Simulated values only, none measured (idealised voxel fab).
Process module, titled voxel ribs on slabs
In the cross-section labelled cut, the width is 200 nm and each square cell is 5 nm.
The cross-sections in this document take the form of a grid made of square cells. They are written out as bands, in order from top to bottom. Each band consists of one or more rows of cells. Quick guide to a band line: top height, bottom height (nm) up front; then every material left to right with its width in nm. Only one material and it's marked "throughout"? Then it fills the band edge to edge. And "air" just means empty space. The reference from which all heights are counted is 0, the level beneath which the as-received wafer is entirely one material; the lowest band, having no lower bound, proceeds downward and is written after the example "0 nm and below". The two numbers in a width such as "30->40" mark its ends across the band: the first belongs to the top row of cells, the second to the bottom row, and from each row to the next the width moves by the same amount. Reading "no modifications" for a step: not a cell of the cross-section changed in it. Entry "Fully enclosed voids" = empty spaces >= 8 cells with no open way to the top; each as width x height at distance, distance from left edge, all nm. Anything after a step's settings on that line? It's the simulator's own note about the step. The setting "overlay nm" may be written on the line of a step. When the step uses a mask, the value reports how far to the right of the planned place the mask lay, and a negative value reports that it lay to the left.
-- Process steps (planned)
1,RECEIVE,material Si
2,DIRECTIONAL_DEP,material SiO2,thk nm 25
3,DIRECTIONAL_DEP,material SiN,thk nm 20
4,DIRECTIONAL_DEP,material aC,thk nm 10
5,PATTERN,tone cover,mask id RIB,material resist,width nm 20,thk nm 30,overlay nm 0
6,DIRECTIONAL_ETCH,etch materials aC,depth nm 10
7,STRIP,etch materials resist
8,DIRECTIONAL_ETCH,etch materials SiN,depth nm 10
9,STRIP,etch materials aC
10,PATTERN,tone cover,mask id SLAB,material resist,width nm 80,thk nm 15,overlay nm 0
11,DIRECTIONAL_ETCH,etch materials SiN,depth nm 10
12,STRIP,etch materials resist
13,FILL_DEP,material SiO2,thk nm 25
14,CMP,height nm 65
15,DIRECTIONAL_DEP,material W,thk nm 10
16,PATTERN,tone cover,mask id HEATER,material resist,width nm 30,thk nm 20,overlay nm 0
17,DIRECTIONAL_ETCH,etch materials W,depth nm 10
18,STRIP,etch materials resist
19,CONFORMAL_DEP,material SiN,thk nm 5
-- Wafer cross-section on receipt, i.e. after step 1
	0 nm and below | Si throughout
	Fully enclosed voids: none
-- First of two wafers, end-of-module section, run followed plan
	80 nm to 75 nm | air 80; SiN 40; air 80
	75 nm to 70 nm | air 80; SiN 5; W 30; SiN 5; air 80
	70 nm to 65 nm | SiN 85; W 30; SiN 85
	65 nm to 45 nm | SiO2 throughout
	45 nm to 35 nm | SiO2 90; SiN 20; SiO2 90
	35 nm to 25 nm | SiO2 60; SiN 80; SiO2 60
	25 nm to 0 nm | SiO2 throughout
	0 nm and below | Si throughout
	Fully enclosed voids: none
-- Cross-section, wafer two of two, end of module: same start and plan as wafer one, one error in execution
	80 nm to 75 nm | air 75; SiN 50; air 75
	75 nm to 70 nm | air 75; SiN 5; W 40; SiN 5; air 75
	70 nm to 65 nm | SiN 80; W 40; SiN 80
	65 nm to 45 nm | SiO2 throughout
	45 nm to 35 nm | SiO2 90; SiN 20; SiO2 90
	35 nm to 25 nm | SiO2 60; SiN 80; SiO2 60
	25 nm to 0 nm | SiO2 throughout
	0 nm and below | Si throughout
	Fully enclosed voids: none
Here's what went sideways: planned and actual differ for step 16; actual: PATTERN,tone cover,mask id HEATER,material resist,width nm 40,thk nm 20,overlay nm 0
Once processing is complete, comparing cell counts shows that the second wafer has more or fewer of certain materials than the first: +4 W
